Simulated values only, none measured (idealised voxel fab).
Documented hereafter: the process module known as voxel gate over fins.
For reference, the cross-section in this document is cut, with width 245 nm and square cells of 5 nm.
Cross-section = grid of square cells, listed top down in bands; band = one or more rows.
The band entry comprises the height of the band's top followed by the height of its bottom, expressed in nm, and subsequently the band's materials from left to right, each stated together with its width in nm. Where a single material is marked with the word "edge to edge", that material fills the band from edge to edge. The word "empty" represents empty space.
Height reference: 0 = level under which incoming wafer is all one material. Lowest band: no bottom, runs on downward, e.g. "0 -> down".
Quick explanation for "30 to 40": the width changes in equal steps down the rows of cells, from the first number in the band's top row to the second number in its bottom row.
You'll sometimes find "same as before" written for a step, and that's the way of saying that nowhere in the cross-section did a cell change during that step.
"Voids, fully enclosed" enumerates empty spaces isolated from the top, with no open way to it, that contain at least 8 cells, giving each as width x height at distance from the left edge, all three in nm.
Whatever follows a step's settings on its line is a remark the simulator itself makes about that step.
If you see "overlay nm" on a step's line and that step has a mask, it's telling you how far right of where it was planned the mask ended up; a negative number means it went left instead.

# Planned process steps
| 1 | RECEIVE,material Si |
| 2 | CONFORMAL_DEP,material SiN,thk nm 5 |
| 3 | PATTERN,tone cover,mask id FINS,material resist,width nm 15,pitch nm 45,thk nm 20,overlay nm 0 |
| 4 | DIRECTIONAL_ETCH,etch materials SiN,depth nm 5 |
| 5 | DIRECTIONAL_ETCH,etch materials Si,depth nm 40 |
| 6 | STRIP,etch materials resist |
| 7 | FILL_DEP,material SiO2,thk nm 10 |
| 8 | CMP,height nm 5 |
| 9 | SELECTIVE_ETCH,etch materials SiO2,depth nm 20 |
| 10 | STRIP,etch materials SiN |
| 11 | CONFORMAL_DEP,material HfO2,thk nm 5 |
| 12 | CONFORMAL_DEP,material TiN,thk nm 5 |
| 13 | CONFORMAL_DEP,material TiAl,thk nm 5 |
| 14 | CONFORMAL_DEP,material TiN,thk nm 5 |
| 15 | FILL_DEP,material W,thk nm 10 |
| 16 | CMP,height nm 25 |
| 17 | CONFORMAL_DEP,material SiN,thk nm 10 |

# First wafer, two in total, run as planned

# Incoming wafer, cross-sectional view, post step 1
	0 -> down | Si edge to edge
	Voids, fully enclosed: none

# Wafer xsec, post step 2
	5 -> 0 | SiN edge to edge
	Below 0, no change.

# Wafer xsec, post step 3
	25 -> 5 | empty=45  resist=15  empty=30  resist=15  empty=30  resist=15  empty=30  resist=15  empty=50
	Below 5, no change.

# Wafer xsec, post step 4
	25 -> 5 | empty=45  resist=15  empty=30  resist=15  empty=30  resist=15  empty=30  resist=15  empty=50
	5 -> 0 | empty=45  SiN=15  empty=30  SiN=15  empty=30  SiN=15  empty=30  SiN=15  empty=50
	Below 0, no change.

# Wafer xsec, post step 5
	25 -> 5 | empty=45  resist=15  empty=30  resist=15  empty=30  resist=15  empty=30  resist=15  empty=50
	5 -> 0 | empty=45  SiN=15  empty=30  SiN=15  empty=30  SiN=15  empty=30  SiN=15  empty=50
	0 -> -40 | empty=45  Si=15  empty=30  Si=15  empty=30  Si=15  empty=30  Si=15  empty=50
	Below -40, no change.

# Wafer xsec, post step 6
	5 -> 0 | empty=45  SiN=15  empty=30  SiN=15  empty=30  SiN=15  empty=30  SiN=15  empty=50
	Below 0, no change.

# Wafer xsec, post step 7
	15 -> 5 | SiO2 edge to edge
	5 -> 0 | SiO2=45  SiN=15  SiO2=30  SiN=15  SiO2=30  SiN=15  SiO2=30  SiN=15  SiO2=50
	0 -> -40 | SiO2=45  Si=15  SiO2=30  Si=15  SiO2=30  Si=15  SiO2=30  Si=15  SiO2=50
	Below -40, no change.

# Wafer xsec, post step 8
	5 -> 0 | SiO2=45  SiN=15  SiO2=30  SiN=15  SiO2=30  SiN=15  SiO2=30  SiN=15  SiO2=50
	Below 0, no change.

# Wafer xsec, post step 9
	5 -> 0 | empty=45  SiN=15  empty=30  SiN=15  empty=30  SiN=15  empty=30  SiN=15  empty=50
	0 -> -15 | empty=45  Si=15  empty=30  Si=15  empty=30  Si=15  empty=30  Si=15  empty=50
	Below -15, no change.

# Wafer xsec, post step 10
	0 -> -15 | empty=45  Si=15  empty=30  Si=15  empty=30  Si=15  empty=30  Si=15  empty=50
	Below -15, no change.

# Wafer xsec, post step 11
	5 -> 0 | empty=40  HfO2=25  empty=20  HfO2=25  empty=20  HfO2=25  empty=20  HfO2=25  empty=45
	0 -> -10 | empty=40  HfO2=5  Si=15  HfO2=5  empty=20  HfO2=5  Si=15  HfO2=5  empty=20  HfO2=5  Si=15  HfO2=5  empty=20  HfO2=5  Si=15  HfO2=5  empty=45
	-10 -> -15 | HfO2=45  Si=15  HfO2=30  Si=15  HfO2=30  Si=15  HfO2=30  Si=15  HfO2=50
	Below -15, no change.

# Wafer xsec, post step 12
	10 -> 5 | empty=35  TiN=35  empty=10  TiN=35  empty=10  TiN=35  empty=10  TiN=35  empty=40
	5 -> 0 | empty=35  TiN=5  HfO2=25  TiN=5  empty=10  TiN=5  HfO2=25  TiN=5  empty=10  TiN=5  HfO2=25  TiN=5  empty=10  TiN=5  HfO2=25  TiN=5  empty=40
	0 -> -5 | empty=35  TiN=5  HfO2=5  Si=15  HfO2=5  TiN=5  empty=10  TiN=5  HfO2=5  Si=15  HfO2=5  TiN=5  empty=10  TiN=5  HfO2=5  Si=15  HfO2=5  TiN=5  empty=10  TiN=5  HfO2=5  Si=15  HfO2=5  TiN=5  empty=40
	-5 -> -10 | TiN=40  HfO2=5  Si=15  HfO2=5  TiN=20  HfO2=5  Si=15  HfO2=5  TiN=20  HfO2=5  Si=15  HfO2=5  TiN=20  HfO2=5  Si=15  HfO2=5  TiN=45
	Below -10, no change.

# Wafer xsec, post step 13
	15 -> 10 | empty=30  TiAl=180  empty=35
	10 -> 5 | empty=30  TiAl=5  TiN=35  TiAl=10  TiN=35  TiAl=10  TiN=35  TiAl=10  TiN=35  TiAl=5  empty=35
	5 -> 0 | empty=30  TiAl=5  TiN=5  HfO2=25  TiN=5  TiAl=10  TiN=5  HfO2=25  TiN=5  TiAl=10  TiN=5  HfO2=25  TiN=5  TiAl=10  TiN=5  HfO2=25  TiN=5  TiAl=5  empty=35
	0 -> -5 | TiAl=35  TiN=5  HfO2=5  Si=15  HfO2=5  TiN=5  TiAl=10  TiN=5  HfO2=5  Si=15  HfO2=5  TiN=5  TiAl=10  TiN=5  HfO2=5  Si=15  HfO2=5  TiN=5  TiAl=10  TiN=5  HfO2=5  Si=15  HfO2=5  TiN=5  TiAl=40
	Below -5, no change.

# Wafer xsec, post step 14
	20 -> 15 | empty=25  TiN=190  empty=30
	15 -> 10 | empty=25  TiN=5  TiAl=180  TiN=5  empty=30
	10 -> 5 | empty=25  TiN=5  TiAl=5  TiN=35  TiAl=10  TiN=35  TiAl=10  TiN=35  TiAl=10  TiN=35  TiAl=5  TiN=5  empty=30
	5 -> 0 | TiN=30  TiAl=5  TiN=5  HfO2=25  TiN=5  TiAl=10  TiN=5  HfO2=25  TiN=5  TiAl=10  TiN=5  HfO2=25  TiN=5  TiAl=10  TiN=5  HfO2=25  TiN=5  TiAl=5  TiN=35
	Below 0, no change.

# Wafer xsec, post step 15
	30 -> 20 | W edge to edge
	20 -> 15 | W=25  TiN=190  W=30
	15 -> 10 | W=25  TiN=5  TiAl=180  TiN=5  W=30
	10 -> 5 | W=25  TiN=5  TiAl=5  TiN=35  TiAl=10  TiN=35  TiAl=10  TiN=35  TiAl=10  TiN=35  TiAl=5  TiN=5  W=30
	Below 5, no change.

# Wafer xsec, post step 16
	25 -> 20 | W edge to edge
	Below 20, no change.

# Wafer xsec, post step 17
	35 -> 25 | SiN edge to edge
	Below 25, no change.

# Second wafer, same starting state and plan as the first, one mistake in the run, identical through step 16

# Second wafer, cross-section, planned end of step 17
	35 -> 25 | HfO2 edge to edge
	Below 25, no change.
What was done differently from what was planned? step 17 ran with different settings than intended, the actual operation and settings being CONFORMAL_DEP,material HfO2,thk nm 10
Per the end-of-run cell counts, the second wafer holds more or fewer of some materials than the first: HfO2 +98, SiN -98
